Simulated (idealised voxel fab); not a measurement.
process module | voxel ribs on slabs
cross-section cut | 270 nm wide | cells 5 nm
A cross-section is a grid of square cells, given in bands from the top down. A band is one or more rows of cells.
Each band's line starts with the height of the band's top and of its bottom, in nm. Then come its materials from left to right, each with its width in nm. One material with "throughout" fills the band from edge to edge. "air" is empty space.
Height 0 is the level under which the wafer as received is all one material. The lowest band goes on downwards, as in "0 down".
A width such as "30 to 40" changes by the same amount from each row of cells to the next, from the band's top row to its bottom row.
"no change" after a step means that no cell of the cross-section changed.
closed voids: empty space of 8 cells or more with no open way to the top, each as width x height at its distance from the left edge, in nm
after a step's settings: what the simulator itself notes on the step
overlay nm, on a step with a mask: how far to the right of its planned place the mask lay; to the left if negative
plan
1 op RECEIVE | material Si
2 op DIRECTIONAL_DEP | material SiO2 | thk nm 30
3 op DIRECTIONAL_DEP | material polySi | thk nm 25
4 op MASKED_ETCH | tone cover | mask id RIB | width nm 20 | etch materials polySi | depth nm 20 | overlay nm 0
5 op PATTERN | tone cover | mask id SLAB | material resist | width nm 70 | thk nm 20 | overlay nm 0
6 op DIRECTIONAL_ETCH | etch materials polySi | depth nm 5
7 op STRIP | etch materials resist
8 op FILL_DEP | material SiO2 | thk nm 20
9 op CMP | height nm 65
10 op DIRECTIONAL_DEP | material TiN | thk nm 10
11 op DIRECTIONAL_DEP | material aC | thk nm 10
12 op PATTERN | tone cover | mask id HEATER | material resist | width nm 30 | thk nm 30 | overlay nm 0
13 op DIRECTIONAL_ETCH | etch materials aC | depth nm 10
14 op STRIP | etch materials resist
15 op DIRECTIONAL_ETCH | etch materials TiN | depth nm 10
16 op STRIP | etch materials aC
17 op CONFORMAL_DEP | material SiO2 | thk nm 10
as received, after step 1
  0 down: Si throughout
  closed voids: none
first wafer at the end, as planned
  85 to 75: air 110 | SiO2 50 | air 110
  75 to 65: SiO2 120 | TiN 30 | SiO2 120
  65 to 55: SiO2 throughout
  55 to 35: SiO2 125 | polySi 20 | SiO2 125
  35 to 30: SiO2 100 | polySi 70 | SiO2 100
  30 to 0: SiO2 throughout
  0 down: Si throughout
  closed voids: none
second wafer at the end: like start, like plan, one mistake
  85 to 75: air 110 | SiO2 50 | air 110
  75 to 65: SiO2 120 | TiN 30 | SiO2 120
  65 to 55: SiO2 throughout
  55 to 35: SiO2 125 | polySi 20 | SiO2 125
  35 to 30: SiO2 105 | polySi 65 | SiO2 100
  30 to 0: SiO2 throughout
  0 down: Si throughout
  closed voids: none
what went wrong: step 5 ran as: op PATTERN | tone cover | mask id SLAB | material resist | width nm 65 | thk nm 20 | overlay nm 0
at the end the second wafer has, in cells: 1 more of SiO2 | 1 fewer of polySi
